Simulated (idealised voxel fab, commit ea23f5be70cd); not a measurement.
process module | voxel self aligned vias
cross-section cut | 170 nm wide | cells 5 nm
A cross-section is a grid of square cells, given in bands from the top down. A band is one or more rows of cells.
Each band's line starts with the height of the band's top and of its bottom, in nm. Then come its materials from left to right, each with its width in nm. One material with "throughout" fills the band from edge to edge. "air" is empty space.
Height 0 is the level under which the wafer as received is all one material. The lowest band goes on downwards, as in "0 down".
A width such as "30 to 40" changes by the same amount from each row of cells to the next, from the band's top row to its bottom row.
"no change" after a step means that no cell of the cross-section changed.
closed voids: empty space of 8 cells or more with no open way to the top, each as width x height at its distance from the left edge, in nm
after a step's settings: what the simulator itself notes on the step
overlay nm, on a step with a mask: how far to the right of its planned place the mask lay; to the left if negative
plan
1 op RECEIVE | material Si
2 op CONFORMAL_DEP | material SiO2 | thk nm 15
3 op CONFORMAL_DEP | material SiCN | thk nm 5
4 op DIRECTIONAL_DEP | material lowk | thk nm 20
5 op PATTERN | tone open | mask id LINES | material resist | width nm 20 | pitch nm 50 | thk nm 20 | overlay nm 0
6 op DIRECTIONAL_ETCH | etch materials lowk | depth nm 20
7 op STRIP | etch materials resist
8 op CONFORMAL_DEP | material TiN | thk nm 5
9 op FILL_DEP | material Ru | thk nm 5
10 op CMP | height nm 40
11 op SELECTIVE_ETCH | etch materials W Ru TiN | depth nm 5
12 op FILL_DEP | material SiN | thk nm 10
13 op CMP | height nm 40
14 op DIRECTIONAL_DEP | material lowk | thk nm 15
15 op MASKED_ETCH | tone open | mask id VIAS | width nm 30 | etch materials lowk | depth nm 15 | overlay nm 0
16 op MASKED_ETCH | tone open | mask id VIAS | width nm 30 | etch materials SiN | depth nm 5 | overlay nm 0
17 op CONFORMAL_DEP | material TiN | thk nm 5
18 op FILL_DEP | material Ru | thk nm 10
19 op CMP | height nm 55
20 op CONFORMAL_DEP | material SiN | thk nm 5
as received, after step 1
  0 down: Si throughout
  closed voids: none
a wafer at the end: this start, this plan, one mistake
  60 to 55: SiN throughout
  55 to 45: lowk 45 | TiN 5 | Ru 20 | TiN 5 | lowk 95
  45 to 40: lowk 45 | TiN 30 | lowk 95
  40 to 35: lowk 50 | TiN 5 | SiO2 10 | TiN 5 | lowk 30 | SiN 5 | SiO2 10 | SiN 5 | lowk 50
  35 to 25: lowk 50 | TiN 5 | SiO2 10 | TiN 5 | lowk 30 | TiN 5 | SiO2 10 | TiN 5 | lowk 50
  25 to 20: lowk 50 | TiN 20 | lowk 30 | TiN 20 | lowk 50
  20 to 15: SiCN throughout
  15 to 0: SiO2 throughout
  0 down: Si throughout
  closed voids: none
what went wrong: step 9 ran as: op FILL_DEP | material SiO2 | thk nm 5
